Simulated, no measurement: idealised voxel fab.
process module | voxel double patterning
cross-section cut | 290 nm wide | cells 5 nm
A cross-section is a grid of square cells, given in bands from the top down. A band is one or more rows of cells.
Each band's line starts with the height of the band's top and of its bottom, in nm. Then come its materials from left to right, each with its width in nm. One material with "throughout" fills the band from edge to edge. "air" is empty space.
Height 0 is the level under which the wafer as received is all one material. The lowest band goes on downwards, as in "0 down".
A width such as "30 to 40" changes by the same amount from each row of cells to the next, from the band's top row to its bottom row.
"no change" after a step means that no cell of the cross-section changed.
closed voids: empty space of 8 cells or more with no open way to the top, each as width x height at its distance from the left edge, in nm
after a step's settings: what the simulator itself notes on the step
overlay nm, on a step with a mask: how far to the right of its planned place the mask lay; to the left if negative
plan
1 op RECEIVE | material Si
2 op CONFORMAL_DEP | material SiO2 | thk nm 5
3 op DIRECTIONAL_DEP | material TiN | thk nm 10
4 op DIRECTIONAL_DEP | material SiCN | thk nm 5
5 op MASKED_ETCH | tone open | mask id FIRST | width nm 15 | pitch nm 50 | etch materials SiCN | depth nm 5 | overlay nm 0
6 op MASKED_ETCH | tone open | mask id SECOND | width nm 15 | pitch nm 50 | etch materials SiCN | depth nm 5 | overlay nm 0
7 op DIRECTIONAL_ETCH | etch materials TiN | depth nm 10
8 op STRIP | etch materials SiCN
varied across the wafers: width nm of step 6. The plan shows the first wafer's value. All wafers start alike
first wafer as received, after step 1
  0 down: Si throughout
  closed voids: none
first wafer at the end, after step 8
  15 to 5: TiN 85 | air 15 | TiN 10 | air 15 | TiN 10 | air 15 | TiN 10 | air 15 | TiN 10 | air 15 | TiN 90
  5 to 0: SiO2 throughout
  0 down: Si throughout
  closed voids: none
last wafer at the end
  15 to 5: TiN 85 | air 15 | TiN 5 | air 45 | TiN 5 | air 45 | TiN 90
  5 to 0: SiO2 throughout
  0 down: Si throughout
  closed voids: none
each wafer at the end: cells of each material gained (+) or lost (-) since it was received, then its closed voids
width nm 15 | +58 SiO2 | +86 TiN | closed voids: none
width nm 20 | +58 SiO2 | +82 TiN | closed voids: none
width nm 25 | +58 SiO2 | +78 TiN | closed voids: none
width nm 30 | +58 SiO2 | +74 TiN | closed voids: none
